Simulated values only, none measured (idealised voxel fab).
Presented below is a process module, voxel self aligned contacts.
Square cells of 5 nm make up the cross-section cut, whose width is 235 nm.
In this document a cross-section is written as a grid of square cells. It is given as a series of bands, listed from the top down, and a band is one or more rows of cells.
In this notation a band is specified by the heights of its top and bottom, in that order and in nm, after which its materials appear from left to right, each paired with its width in nm. The word "everywhere" attached to a single material means that material fills the band from edge to edge; the word "blank" stands for empty space.
The level at which height equals 0 is the one under which the wafer, as it arrives, is entirely one material. No lower edge exists for the bottom band, which continues downward and is notated as in "top 0, no bottom".
A width given as "30 to 40" starts at the first number in the band's top row and ends at the second number in its bottom row, shifting by an equal amount at every step from row to row.
"nothing was modified" (step): cross-section cells unchanged, all of them.
Under "Sealed internal cavities" you'll find the enclosed gaps, the ones with no way out to the top, that are 8 cells or bigger; each reads width x height at distance, with distance counted from the left edge, everything in nm.
Past the settings on a step's line: simulator remark, on that step.
The setting "overlay nm" may be written on the line of a step. When the step uses a mask, the value reports how far to the right of the planned place the mask lay, and a negative value reports that it lay to the left.
THE PROCESS STEPS THAT WERE PLANNED ARE LISTED BELOW
1,RECEIVE | material Si
2,CONFORMAL_DEP | material SiO2 | thk nm 5
3,DIRECTIONAL_DEP | material polySi | thk nm 25
4,DIRECTIONAL_DEP | material SiN | thk nm 20
5,DIRECTIONAL_DEP | material aC | thk nm 10
6,PATTERN | tone cover | mask id GATE | material resist | width nm 35 | pitch nm 60 | thk nm 30 | overlay nm 0
7,DIRECTIONAL_ETCH | etch materials aC | depth nm 10
8,STRIP | etch materials resist
9,DIRECTIONAL_ETCH | etch materials SiN | depth nm 20
10,DIRECTIONAL_ETCH | etch materials polySi | depth nm 25
11,STRIP | etch materials aC
12,CONFORMAL_DEP | material SiN | thk nm 5
13,DIRECTIONAL_ETCH | etch materials SiN | depth nm 5
14,FILL_DEP | material SiO2 | thk nm 15
15,CMP | height nm 55
16,DIRECTIONAL_DEP | material aC | thk nm 15
17,PATTERN | tone open | mask id CONTACT | material resist | width nm 45 | pitch nm 60 | thk nm 35 | overlay nm 0
18,DIRECTIONAL_ETCH | etch materials aC | depth nm 15
19,STRIP | etch materials resist
20,DIRECTIONAL_ETCH | etch materials SiO2 | depth nm 55
21,STRIP | etch materials aC
22,CONFORMAL_DEP | material TiN | thk nm 5
23,FILL_DEP | material W | thk nm 10
24,CMP | height nm 55
25,CONFORMAL_DEP | material SiN | thk nm 5
WAFER AT RECEIPT (POST STEP 1), CROSS-SECTION
	top 0, no bottom | Si everywhere
	Sealed internal cavities: none
CROSS-SECTION: FIRST OF TWO WAFERS, MODULE FINISHED, RUN ACCORDING TO PLAN
	top 60, bottom 55 | SiN everywhere
	top 55, bottom 50 | 65 SiO2  20 TiN  5 W  20 TiN  15 SiO2  20 TiN  5 W  20 TiN  65 SiO2
	top 50, bottom 30 | 35 SiO2  45 SiN  5 TiN  5 W  5 TiN  45 SiN  5 TiN  5 W  5 TiN  45 SiN  35 SiO2
	top 30, bottom 5 | 35 SiO2  5 SiN  35 polySi  5 SiN  5 TiN  5 W  5 TiN  5 SiN  35 polySi  5 SiN  5 TiN  5 W  5 TiN  5 SiN  35 polySi  5 SiN  35 SiO2
	top 5, bottom 0 | 80 SiO2  15 TiN  45 SiO2  15 TiN  80 SiO2
	top 0, no bottom | Si everywhere
	Sealed internal cavities: none
CROSS-SECTION OF THE LATTER OF THE TWO WAFERS AT MODULE COMPLETION. IT HAD AN IDENTICAL START AND AN IDENTICAL PLAN TO THE FORMER; IN RUNNING IT, ONE MISTAKE WAS MADE
	top 60, bottom 55 | SiN everywhere
	top 55, bottom 50 | 65 SiO2  45 TiN  15 SiO2  45 TiN  65 SiO2
	top 50, bottom 30 | 45 SiN  20 SiO2  5 TiN  35 SiN  5 TiN  15 SiO2  5 TiN  35 SiN  5 TiN  20 SiO2  45 SiN
	top 30, bottom 5 | 40 polySi  5 SiN  20 SiO2  5 TiN  5 SiN  25 polySi  5 SiN  5 TiN  15 SiO2  5 TiN  5 SiN  25 polySi  5 SiN  5 TiN  20 SiO2  5 SiN  40 polySi
	top 5, bottom 0 | 65 SiO2  5 TiN  35 SiO2  5 TiN  15 SiO2  5 TiN  35 SiO2  5 TiN  65 SiO2
	top 0, no bottom | Si everywhere
	Sealed internal cavities: none
In executing the process, a mistake was made relative to the plan: step 6: run off-plan, actual operation and settings PATTERN | tone open | mask id GATE | material resist | width nm 35 | pitch nm 60 | thk nm 30 | overlay nm 0
at the end the second wafer has, in cells: SiN: 20 more | SiO2: 25 fewer | W: 20 fewer | polySi: 25 more
